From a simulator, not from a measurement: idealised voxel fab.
process module | voxel gate over fins
cross-section cut | 225 nm wide | cells 5 nm
A cross-section is a grid of square cells, given in bands from the top down. A band is one or more rows of cells.
Each band's line starts with the height of the band's top and of its bottom, in nm. Then come its materials from left to right, each with its width in nm. One material with "throughout" fills the band from edge to edge. "air" is empty space.
Height 0 is the level under which the wafer as received is all one material. The lowest band goes on downwards, as in "0 down".
A width such as "30 to 40" changes by the same amount from each row of cells to the next, from the band's top row to its bottom row.
"no change" after a step means that no cell of the cross-section changed.
closed voids: empty space of 8 cells or more with no open way to the top, each as width x height at its distance from the left edge, in nm
after a step's settings: what the simulator itself notes on the step
overlay nm, on a step with a mask: how far to the right of its planned place the mask lay; to the left if negative
plan
1 op RECEIVE | material Si
2 op CONFORMAL_DEP | material SiN | thk nm 10
3 op PATTERN | tone cover | mask id FINS | material resist | width nm 15 | pitch nm 35 | thk nm 20 | overlay nm 0
4 op DIRECTIONAL_ETCH | etch materials SiN | depth nm 10
5 op DIRECTIONAL_ETCH | etch materials Si | depth nm 30
6 op STRIP | etch materials resist
7 op OXIDIZE | depth nm 5
8 op FILL_DEP | material SiO2 | thk nm 10
9 op CMP | height nm 10
10 op SELECTIVE_ETCH | etch materials SiO2 | depth nm 25
11 op STRIP | etch materials SiN
12 op CONFORMAL_DEP | material HfO2 | thk nm 5
13 op CONFORMAL_DEP | material TiN | thk nm 5
14 op CONFORMAL_DEP | material TiAl | thk nm 5
15 op CONFORMAL_DEP | material TiN | thk nm 5
16 op FILL_DEP | material W | thk nm 15
17 op CMP | height nm 30
18 op CONFORMAL_DEP | material SiN | thk nm 10
as received, after step 1
  0 down: Si throughout
  closed voids: none
first wafer at the end, as planned
  40 to 30: SiN throughout
  30 to 20: W throughout
  20 to 15: W 55 | TiN 115 | W 55
  15 to 10: W 55 | TiN 5 | TiAl 105 | TiN 5 | W 55
  10 to 5: W 55 | TiN 5 | TiAl 5 | TiN 25 | TiAl 10 | TiN 25 | TiAl 10 | TiN 25 | TiAl 5 | TiN 5 | W 55
  5 to 0: TiN 60 | TiAl 5 | TiN 5 | HfO2 15 | TiN 5 | TiAl 10 | TiN 5 | HfO2 15 | TiN 5 | TiAl 10 | TiN 5 | HfO2 15 | TiN 5 | TiAl 5 | TiN 60
  0 to -5: TiAl 65 | TiN 5 | HfO2 5 | Si 5 | HfO2 5 | TiN 5 | TiAl 10 | TiN 5 | HfO2 5 | Si 5 | HfO2 5 | TiN 5 | TiAl 10 | TiN 5 | HfO2 5 | Si 5 | HfO2 5 | TiN 5 | TiAl 65
  -5 to -10: TiN 70 | HfO2 5 | Si 5 | HfO2 5 | TiN 20 | HfO2 5 | Si 5 | HfO2 5 | TiN 20 | HfO2 5 | Si 5 | HfO2 5 | TiN 70
  -10 to -15: HfO2 75 | Si 5 | HfO2 30 | Si 5 | HfO2 30 | Si 5 | HfO2 75
  -15 to -35: SiO2 75 | Si 5 | SiO2 30 | Si 5 | SiO2 30 | Si 5 | SiO2 75
  -35 down: Si throughout
  closed voids: none
second wafer at the end: like start, like plan, one mistake
  40 to 30: SiN throughout
  30 to 20: W throughout
  20 to 15: W 55 | TiN 115 | W 55
  15 to 10: W 55 | TiN 5 | TiAl 105 | TiN 5 | W 55
  10 to 5: W 55 | TiN 5 | TiAl 5 | HfO2 25 | TiAl 10 | HfO2 25 | TiAl 10 | HfO2 25 | TiAl 5 | TiN 5 | W 55
  5 to 0: TiN 60 | TiAl 5 | HfO2 5 | TiN 15 | HfO2 5 | TiAl 10 | HfO2 5 | TiN 15 | HfO2 5 | TiAl 10 | HfO2 5 | TiN 15 | HfO2 5 | TiAl 5 | TiN 60
  0 to -5: TiAl 65 | HfO2 5 | TiN 5 | Si 5 | TiN 5 | HfO2 5 | TiAl 10 | HfO2 5 | TiN 5 | Si 5 | TiN 5 | HfO2 5 | TiAl 10 | HfO2 5 | TiN 5 | Si 5 | TiN 5 | HfO2 5 | TiAl 65
  -5 to -10: HfO2 70 | TiN 5 | Si 5 | TiN 5 | HfO2 20 | TiN 5 | Si 5 | TiN 5 | HfO2 20 | TiN 5 | Si 5 | TiN 5 | HfO2 70
  -10 to -15: TiN 75 | Si 5 | TiN 30 | Si 5 | TiN 30 | Si 5 | TiN 75
  -15 to -35: SiO2 75 | Si 5 | SiO2 30 | Si 5 | SiO2 30 | Si 5 | SiO2 75
  -35 down: Si throughout
  closed voids: none
what went wrong: steps 12 and 13 were swapped
at the end the second wafer has, in cells: as many of each material as the first, in other places
